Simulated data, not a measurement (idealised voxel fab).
The following is a process module called voxel transistor to metal.
Square cell edge 5 nm, section width 255 nm, ID cut.
A cross-section in this document is a grid of square cells, and it is written down as bands, the top band listed before the ones below it; a band is made up of one or more rows of cells.
Heights first: top, then bottom, in nm. Then materials, left to right, each with a width in nm. "full width" on a single material: fills the band edge to edge. "air": empty space.
All heights in this document are referenced to 0, defined as the level beneath which the wafer, as received, consists entirely of one material. The lowest band is not bounded below; it extends indefinitely downward and is written in the form "0 down".
A width given as "30->40" starts at the first number in the band's top row and ends at the second number in its bottom row, shifting by an equal amount at every step from row to row.
Take "all unchanged" at face value: in the step it is given for, the cross-section changed in none of its cells.
Heads up: "Closed voids list" only lists the empty pockets with no open path to the top that are 8 cells or more, and it writes them as width x height at distance, distance from the left edge, in nm.
Text after the settings on a step's line: the simulator's own remark on that step.
Regarding "overlay nm": on a step with a mask, it is the distance the mask lay to the right of its planned place; a negative value places it to the left.
So here's the lineup of process steps we planned:
- 1: RECEIVE, material Si
- 2: CONFORMAL_DEP, material SiO2, thk nm 5
- 3: CONFORMAL_DEP, material SiN, thk nm 15
- 4: MASKED_ETCH, tone cover, mask id ACTIVE, width nm 90, pitch nm 110, etch materials SiN, depth nm 15, overlay nm 0
- 5: MASKED_ETCH, tone cover, mask id ACTIVE, width nm 90, pitch nm 110, etch materials SiO2, depth nm 5, overlay nm 0
- 6: MASKED_ETCH, tone cover, mask id ACTIVE, width nm 90, pitch nm 110, etch materials Si, depth nm 25, overlay nm 0
- 7: OXIDIZE, depth nm 5
- 8: FILL_DEP, material SiO2, thk nm 10
- 9: CMP, height nm 20
- 10: SELECTIVE_ETCH, etch materials SiO2, depth nm 10
- 11: STRIP, etch materials SiN
- 12: SELECTIVE_ETCH, etch materials SiO2, depth nm 5
- 13: OXIDIZE, depth nm 5
- 14: DIRECTIONAL_DEP, material polySi, thk nm 25
- 15: DIRECTIONAL_DEP, material SiCN, thk nm 15
- 16: PATTERN, tone cover, mask id GATE, material resist, width nm 20, pitch nm 110, thk nm 20, overlay nm 0
- 17: DIRECTIONAL_ETCH, etch materials SiCN, depth nm 25
- 18: DIRECTIONAL_ETCH, etch materials polySi, depth nm 35
- 19: STRIP, etch materials resist
- 20: CONFORMAL_DEP, material SiN, thk nm 10
- 21: DIRECTIONAL_ETCH, etch materials SiN, depth nm 10
- 22: DIRECTIONAL_ETCH, etch materials SiO2, depth nm 5
- 23: DIRECTIONAL_ETCH, etch materials Si, depth nm 10
- 24: EPI, material nSi, thk nm 15
- 25: FILL_DEP, material SiO2, thk nm 5
- 26: CMP, height nm 40
- 27: DIRECTIONAL_DEP, material SiO2, thk nm 10
- 28: PATTERN, tone open, mask id CONTACT, material resist, width nm 15, pitch nm 55, thk nm 15, overlay nm 0
- 29: DIRECTIONAL_ETCH, etch materials SiO2, depth nm 50
- 30: STRIP, etch materials resist
- 31: CONFORMAL_DEP, material TiN, thk nm 5
- 32: FILL_DEP, material Ru, thk nm 5
- 33: CMP, height nm 50
- 34: DIRECTIONAL_DEP, material TiN, thk nm 5
- 35: DIRECTIONAL_DEP, material Ru, thk nm 15
- 36: MASKED_ETCH, tone cover, mask id METAL_1, width nm 15, etch materials Ru, depth nm 15, overlay nm 0
- 37: MASKED_ETCH, tone cover, mask id METAL_1, width nm 15, etch materials TiN, depth nm 5, overlay nm 0
- 38: CONFORMAL_DEP, material SiN, thk nm 5
- 39: FILL_DEP, material SiO2, thk nm 10
- 40: CMP, height nm 70
- 41: CONFORMAL_DEP, material SiCN, thk nm 5
- 42: DIRECTIONAL_DEP, material SiO2, thk nm 30
- 43: MASKED_ETCH, tone open, mask id METAL_2, width nm 15, pitch nm 110, etch materials SiO2, depth nm 15, overlay nm 0
- 44: DIRECTIONAL_DEP, material aC, thk nm 10
- 45: PATTERN, tone open, mask id METAL_2_HOLES, material resist, width nm 15, pitch nm 110, thk nm 30, overlay nm 0
- 46: DIRECTIONAL_ETCH, etch materials aC, depth nm 10
- 47: STRIP, etch materials resist
- 48: DIRECTIONAL_ETCH, etch materials SiO2, depth nm 15
- 49: DIRECTIONAL_ETCH, etch materials SiCN, depth nm 5
- 50: STRIP, etch materials aC
- 51: CONFORMAL_DEP, material TiN, thk nm 5
- 52: FILL_DEP, material Ru, thk nm 5
- 53: CMP, height nm 105
- 54: CONFORMAL_DEP, material SiN, thk nm 5
All wafers enter the flow in the same state. The width nm at step 28 differs from wafer to wafer, and the plan gives the value for the first wafer.
The first of several wafers, as received after step 1, seen in section:
    0 down: Si full width
    Closed voids list: none
End-of-module cross-section, first of several wafers, after last step 54:
    110 to 105: SiN full width
    105 to 75: 30 SiO2  5 TiN  5 Ru  5 TiN  95 SiO2  5 TiN  5 Ru  5 TiN  100 SiO2
    75 to 70: 30 SiCN  15 TiN  95 SiCN  15 TiN  100 SiCN
    70 to 55: 25 SiO2  5 SiN  15 Ru  5 SiN  40 SiO2  5 SiN  15 Ru  5 SiN  20 SiO2  5 SiN  15 Ru  5 SiN  40 SiO2  5 SiN  15 Ru  5 SiN  30 SiO2
    55 to 50: 30 SiN  15 TiN  50 SiN  15 TiN  30 SiN  15 TiN  50 SiN  15 TiN  35 SiN
    50 to 40: 35 SiO2  5 TiN  5 Ru  5 TiN  40 SiO2  5 TiN  5 Ru  5 TiN  40 SiO2  5 TiN  5 Ru  5 TiN  40 SiO2  5 TiN  5 Ru  5 TiN  40 SiO2
    40 to 25: 35 SiO2  5 TiN  5 Ru  5 TiN  10 SiN  20 SiCN  10 SiN  5 TiN  5 Ru  5 TiN  40 SiO2  5 TiN  5 Ru  5 TiN  10 SiN  20 SiCN  10 SiN  5 TiN  5 Ru  5 TiN  40 SiO2
    25 to 15: 35 SiO2  5 TiN  5 Ru  5 TiN  10 SiN  20 polySi  10 SiN  5 TiN  5 Ru  5 TiN  40 SiO2  5 TiN  5 Ru  5 TiN  10 SiN  20 polySi  10 SiN  5 TiN  5 Ru  5 TiN  40 SiO2
    15 to 10: 35 SiO2  15 TiN  10 SiN  20 polySi  10 SiN  15 TiN  40 SiO2  15 TiN  10 SiN  20 polySi  10 SiN  15 TiN  40 SiO2
    10 to 5: 35 SiO2  15 nSi  10 SiN  20 polySi  10 SiN  15 nSi  40 SiO2  15 nSi  10 SiN  20 polySi  10 SiN  15 nSi  40 SiO2
    5 to 0: 20 SiO2  10 SiN  5 SiO2  15 nSi  10 SiN  20 polySi  10 SiN  15 nSi  5 SiO2  10 SiN  10 SiO2  10 SiN  5 SiO2  15 nSi  10 SiN  20 polySi  10 SiN  15 nSi  5 SiO2  10 SiN  25 SiO2
    0 to -5: 30 SiO2  20 nSi  40 SiO2  20 nSi  30 SiO2  20 nSi  40 SiO2  20 nSi  35 SiO2
    -5 to -15: 30 SiO2  20 nSi  40 Si  20 nSi  30 SiO2  20 nSi  40 Si  20 nSi  35 SiO2
    -15 to -30: 30 SiO2  80 Si  30 SiO2  80 Si  35 SiO2
    -30 down: Si full width
    Closed voids list: none
Showing the last wafer in cross-section at the end of the module:
    110 to 105: SiN full width
    105 to 75: 30 SiO2  5 TiN  5 Ru  5 TiN  95 SiO2  5 TiN  5 Ru  5 TiN  100 SiO2
    75 to 70: 30 SiCN  15 TiN  95 SiCN  15 TiN  100 SiCN
    70 to 55: 25 SiO2  5 SiN  15 Ru  5 SiN  40 SiO2  5 SiN  15 Ru  5 SiN  20 SiO2  5 SiN  15 Ru  5 SiN  40 SiO2  5 SiN  15 Ru  5 SiN  30 SiO2
    55 to 50: 30 SiN  15 TiN  50 SiN  15 TiN  30 SiN  15 TiN  50 SiN  15 TiN  35 SiN
    50 to 40: 25 SiO2  5 TiN  30->15 Ru  5->20 TiN  15 SiO2  5->15 TiN  30->20 Ru  5 TiN  15 SiO2  5 TiN  30->15 Ru  5->20 TiN  15 SiO2  5->15 TiN  30->20 Ru  5 TiN  25 SiO2
    40 to 25: 25 SiO2  5 TiN  15 Ru  5 TiN  10 SiN  20 SiCN  10 SiN  5 TiN  20 Ru  5 TiN  15 SiO2  5 TiN  15 Ru  5 TiN  10 SiN  20 SiCN  10 SiN  5 TiN  20 Ru  5 TiN  25 SiO2
    25 to 15: 25 SiO2  5 TiN  15 Ru  5 TiN  10 SiN  20 polySi  10 SiN  5 TiN  20 Ru  5 TiN  15 SiO2  5 TiN  15 Ru  5 TiN  10 SiN  20 polySi  10 SiN  5 TiN  20 Ru  5 TiN  25 SiO2
    15 to 10: 25 SiO2  25 TiN  10 SiN  20 polySi  10 SiN  20 TiN  5 Ru  5 TiN  15 SiO2  25 TiN  10 SiN  20 polySi  10 SiN  20 TiN  5 Ru  5 TiN  25 SiO2
    10 to 5: 25 SiO2  10 TiN  15 nSi  10 SiN  20 polySi  10 SiN  15 nSi  15 TiN  15 SiO2  10 TiN  15 nSi  10 SiN  20 polySi  10 SiN  15 nSi  15 TiN  25 SiO2
    5 to 0: 20 SiO2  10 SiN  5 TiN  15 nSi  10 SiN  20 polySi  10 SiN  15 nSi  5 TiN  10 SiN  10 SiO2  10 SiN  5 TiN  15 nSi  10 SiN  20 polySi  10 SiN  15 nSi  5 TiN  10 SiN  25 SiO2
    0 to -5: 30 SiO2  20 nSi  40 SiO2  20 nSi  30 SiO2  20 nSi  40 SiO2  20 nSi  35 SiO2
    -5 to -15: 30 SiO2  20 nSi  40 Si  20 nSi  30 SiO2  20 nSi  40 Si  20 nSi  35 SiO2
    -15 to -30: 30 SiO2  80 Si  30 SiO2  80 Si  35 SiO2
    -30 down: Si full width
    Closed voids list: none
Each row below is a wafer at the end of the module, listing for every material the number of cells it has gained (+) or lost (-) since it was received, followed by its closed voids:
width nm 15 | +76 Ru | -178 Si | +69 SiCN | +186 SiN | +747 SiO2 | +110 TiN | +72 nSi | +40 polySi | Closed voids list: none
width nm 20 | +92 Ru | -178 Si | +69 SiCN | +186 SiN | +723 SiO2 | +118 TiN | +72 nSi | +40 polySi | Closed voids list: none
width nm 25 | +108 Ru | -178 Si | +69 SiCN | +186 SiN | +699 SiO2 | +126 TiN | +72 nSi | +40 polySi | Closed voids list: none
width nm 30 | +124 Ru | -178 Si | +69 SiCN | +186 SiN | +677 SiO2 | +132 TiN | +72 nSi | +40 polySi | Closed voids list: none
width nm 35 | +140 Ru | -178 Si | +69 SiCN | +186 SiN | +655 SiO2 | +138 TiN | +72 nSi | +40 polySi | Closed voids list: none
width nm 40 | +158 Ru | -178 Si | +69 SiCN | +186 SiN | +633 SiO2 | +142 TiN | +72 nSi | +40 polySi | Closed voids list: none
